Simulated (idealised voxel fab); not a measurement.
Name of the process module below: voxel released beams
Cross-section cut spans 255 nm and uses square cells 5 nm in size.
This document writes a cross-section as a grid whose cells are square, and gives it as bands, listed from the top down; one or more rows of cells form a band.
Quick guide to a band line: top height, bottom height (nm) up front; then every material left to right with its width in nm. Only one material and it's marked "full width"? Then it fills the band edge to edge. And "blank" just means empty space.
Where do heights start? At 0: under that level the wafer as delivered is made of one material only. And the lowest band has no floor; it just carries on downward, as in "z 0 and below".
You'd read "30 to 40" like this: the band's top row of cells is as wide as the first number, its bottom row is as wide as the second, and going down, every row changes width by the same amount as the row before did.
Key: "no modification" - step with no changed cell in the cross-section.
In the "Voids lacking openings" entry, you get each enclosed empty space of 8 cells or more, one with no open way to the top, written width x height at distance, distance from the left edge, in nm.
The remark found on a step's line after its settings is issued by the simulator itself and pertains to that step.
When a step includes a mask, the "overlay nm" setting on its line states how far to the right of its planned place that mask lay, and negative values state how far to the left.
**Process steps (planned)**
- 1: RECEIVE [material Si]
- 2: CONFORMAL_DEP [material Al2O3] [thk nm 5]
- 3: DIRECTIONAL_DEP [material SiO2] [thk nm 15]
- 4: MASKED_ETCH [tone open] [mask id ANCHOR] [width nm 35] [etch materials SiO2] [depth nm 15] [overlay nm 0]
- 5: CONFORMAL_DEP [material W] [thk nm 10]
- 6: DIRECTIONAL_DEP [material aC] [thk nm 10]
- 7: PATTERN [tone cover] [mask id BEAM] [material resist] [width nm 95] [thk nm 30] [overlay nm 0]
- 8: DIRECTIONAL_ETCH [etch materials aC] [depth nm 10]
- 9: STRIP [etch materials resist]
- 10: DIRECTIONAL_ETCH [etch materials W] [depth nm 10]
- 11: STRIP [etch materials aC]
- 12: STRIP [etch materials SiO2]
**Step 1 complete: cross-section of the wafer as received**
    z 0 and below: Si full width
    Voids lacking openings: none
**First of two wafers, end-of-module section, run followed plan**
    z 30 to 20: 75 of blank  15 of W  15 of blank  65 of W  85 of blank
    z 20 to 15: 80 of blank  10 of W  15 of blank  10 of W  140 of blank
    z 15 to 5: 80 of blank  35 of W  140 of blank
    z 5 to 0: Al2O3 full width
    z 0 and below: Si full width
    Voids lacking openings: none
**Cross-sectional view: second of two wafers, end of module; start and plan identical to the first, one mistake in running**
    z 30 to 20: 75 of blank  10 of W  25 of blank  60 of W  85 of blank
    z 20 to 15: 75 of blank  10 of W  25 of blank  10 of W  135 of blank
    z 15 to 5: 75 of blank  45 of W  135 of blank
    z 5 to 0: Al2O3 full width
    z 0 and below: Si full width
    Voids lacking openings: none
Error vs. plan: step 4 was processed under conditions differing from the plan, specifically as MASKED_ETCH [tone open] [mask id ANCHOR] [width nm 45] [etch materials SiO2] [depth nm 15] [overlay nm 0]
Tallied in cells, the final second wafer holds each material in the same quantity as the first, although not at the same places.
